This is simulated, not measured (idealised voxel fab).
The document below concerns the process module designated voxel capacitor over wiring.
Section shown: cut. Width: 230 nm. Cell size: 5 nm, square.
The cross-sections in this document take the form of a grid made of square cells. They are written out as bands, in order from top to bottom. Each band consists of one or more rows of cells. It is stipulated that each band's entry specify, in nanometres, the height of the top of the band and then that of its bottom, followed by the materials of the band in left-to-right sequence, each together with its width in nanometres. A single material marked by the word "everywhere" is understood to fill the band from edge to edge; the word "blank" is understood to denote empty space. Beneath 0, the wafer as received is one material, and that level is where height counting begins. The lowest band goes on downward without a bottom; it is written like "0 nm and below". Top row gets the first number, bottom row gets the second, and each row in between changes by the same step: that is how a band width like "30..40" works. Given "no alteration" for a step, no cell of the cross-section differs between before and after that step. "closed voids" enumerates empty spaces isolated from the top, with no open way to it, that contain at least 8 cells, giving each as width x height at distance from the left edge, all three in nm. It should be noted that, on the line of a given step, the content following the step's settings is a remark produced by the simulator itself with respect to that step. The "overlay nm" setting may appear on a step's line; for a step that uses a mask, it gives how far to the right of its planned position the mask lay, and a negative value indicates the left.
Set out below are the planned steps of the process:
1 op RECEIVE | material Si
2 op CONFORMAL_DEP | material SiO2 | thk nm 15
3 op CONFORMAL_DEP | material SiCN | thk nm 5
4 op DIRECTIONAL_DEP | material lowk | thk nm 15
5 op PATTERN | tone open | mask id METAL_1 | material resist | width nm 25 | pitch nm 75 | thk nm 15 | overlay nm 0
6 op DIRECTIONAL_ETCH | etch materials lowk | depth nm 15
7 op DIRECTIONAL_ETCH | etch materials SiCN | depth nm 5
8 op STRIP | etch materials resist
9 op CONFORMAL_DEP | material TiN | thk nm 5
10 op FILL_DEP | material Ru | thk nm 5
11 op CMP | height nm 35
12 op EPI | material Ru | thk nm 5
13 op FILL_DEP | material SiCN | thk nm 5
14 op DIRECTIONAL_DEP | material SiO2 | thk nm 20
15 op DIRECTIONAL_DEP | material aC | thk nm 10
16 op PATTERN | tone open | mask id PLUG_1 | material resist | width nm 15 | thk nm 30 | overlay nm 0
17 op DIRECTIONAL_ETCH | etch materials aC | depth nm 10
18 op STRIP | etch materials resist
19 op DIRECTIONAL_ETCH | etch materials SiO2 | depth nm 20
20 op DIRECTIONAL_ETCH | etch materials SiCN | depth nm 5
21 op STRIP | etch materials aC
22 op CONFORMAL_DEP | material TiN | thk nm 5
23 op FILL_DEP | material W | thk nm 10
24 op CMP | height nm 65
25 op DIRECTIONAL_DEP | material TiN | thk nm 5
26 op DIRECTIONAL_DEP | material HfO2 | thk nm 5
27 op DIRECTIONAL_DEP | material TiN | thk nm 5
28 op MASKED_ETCH | tone cover | mask id UPPER_PLATE | width nm 55 | etch materials TiN | depth nm 5 | overlay nm 0
29 op MASKED_ETCH | tone cover | mask id UPPER_PLATE | width nm 55 | etch materials HfO2 | depth nm 5 | overlay nm -15
30 op MASKED_ETCH | tone cover | mask id LOWER_PLATE | width nm 65 | etch materials TiN | depth nm 5 | overlay nm 0
31 op FILL_DEP | material SiO2 | thk nm 15
32 op CMP | height nm 90
33 op MASKED_ETCH | tone open | mask id PLUG_2 | width nm 15 | etch materials SiO2 | depth nm 10 | overlay nm 0
34 op CONFORMAL_DEP | material TiN | thk nm 5
35 op FILL_DEP | material Cu | thk nm 5
36 op CMP | height nm 90
37 op CONFORMAL_DEP | material SiN | thk nm 5
Wafers differ in overlay nm at step 29; plan lists the first wafer's value; identical starting state.
Cut through the first of several wafers as received, post step 1:
* 0 nm and below = Si everywhere
* closed voids: none
Once step 37, the last step, is complete, the module is at its end; this is the cross-section of the first of several wafers:
* 95 nm to 90 nm = SiN everywhere
* 90 nm to 85 nm = 85 nm SiO2, 5 nm TiN, 5 nm Cu, 5 nm TiN, 130 nm SiO2
* 85 nm to 75 nm = 85..75 nm SiO2, 15..55 nm TiN, 130..100 nm SiO2
* 75 nm to 70 nm = 60 nm SiO2, 70 nm HfO2, 100 nm SiO2
* 70 nm to 65 nm = 60 nm SiO2, 75 nm TiN, 95 nm SiO2
* 65 nm to 45 nm = 75 nm SiO2, 5 nm TiN, 5 nm W, 5 nm TiN, 140 nm SiO2
* 45 nm to 40 nm = 75 nm SiCN, 15 nm TiN, 140 nm SiCN
* 40 nm to 35 nm = 60 nm SiCN, 35 nm Ru, 40 nm SiCN, 35 nm Ru, 60 nm SiCN
* 35 nm to 20 nm = 65 nm lowk, 5 nm TiN, 15 nm Ru, 5 nm TiN, 50 nm lowk, 5 nm TiN, 15 nm Ru, 5 nm TiN, 65 nm lowk
* 20 nm to 15 nm = 65 nm SiCN, 25 nm TiN, 50 nm SiCN, 25 nm TiN, 65 nm SiCN
* 15 nm to 0 nm = SiO2 everywhere
* 0 nm and below = Si everywhere
* closed voids: none
Last-wafer cross-section at the end of the module:
* 95 nm to 90 nm = SiN everywhere
* 90 nm to 85 nm = 85 nm SiO2, 5 nm TiN, 5 nm Cu, 5 nm TiN, 130 nm SiO2
* 85 nm to 75 nm = 85..75 nm SiO2, 15..55 nm TiN, 130..100 nm SiO2
* 75 nm to 70 nm = 75 nm SiO2, 70 nm HfO2, 85 nm SiO2
* 70 nm to 65 nm = 70 nm SiO2, 75 nm TiN, 85 nm SiO2
* 65 nm to 45 nm = 75 nm SiO2, 5 nm TiN, 5 nm W, 5 nm TiN, 140 nm SiO2
* 45 nm to 40 nm = 75 nm SiCN, 15 nm TiN, 140 nm SiCN
* 40 nm to 35 nm = 60 nm SiCN, 35 nm Ru, 40 nm SiCN, 35 nm Ru, 60 nm SiCN
* 35 nm to 20 nm = 65 nm lowk, 5 nm TiN, 15 nm Ru, 5 nm TiN, 50 nm lowk, 5 nm TiN, 15 nm Ru, 5 nm TiN, 65 nm lowk
* 20 nm to 15 nm = 65 nm SiCN, 25 nm TiN, 50 nm SiCN, 25 nm TiN, 65 nm SiCN
* 15 nm to 0 nm = SiO2 everywhere
* 0 nm and below = Si everywhere
* closed voids: none
The following table contains a row per wafer, in which are reported, at the conclusion of the module, the cells of each material gained (+) or lost (-) since the wafer's receipt, with its closed voids given thereafter:
overlay nm -15, +1 Cu, +14 HfO2, +32 Ru, +111 SiCN, +46 SiN, +494 SiO2, +64 TiN, +4 W, +108 lowk, closed voids: none
overlay nm -10, +1 Cu, +13 HfO2, +32 Ru, +111 SiCN, +46 SiN, +496 SiO2, +63 TiN, +4 W, +108 lowk, closed voids: none
overlay nm -5, +1 Cu, +12 HfO2, +32 Ru, +111 SiCN, +46 SiN, +498 SiO2, +62 TiN, +4 W, +108 lowk, closed voids: none
overlay nm 0, +1 Cu, +11 HfO2, +32 Ru, +111 SiCN, +46 SiN, +499 SiO2, +62 TiN, +4 W, +108 lowk, closed voids: none
overlay nm 5, +1 Cu, +12 HfO2, +32 Ru, +111 SiCN, +46 SiN, +498 SiO2, +62 TiN, +4 W, +108 lowk, closed voids: none
overlay nm 10, +1 Cu, +13 HfO2, +32 Ru, +111 SiCN, +46 SiN, +496 SiO2, +63 TiN, +4 W, +108 lowk, closed voids: none
overlay nm 15, +1 Cu, +14 HfO2, +32 Ru, +111 SiCN, +46 SiN, +494 SiO2, +64 TiN, +4 W, +108 lowk, closed voids: none
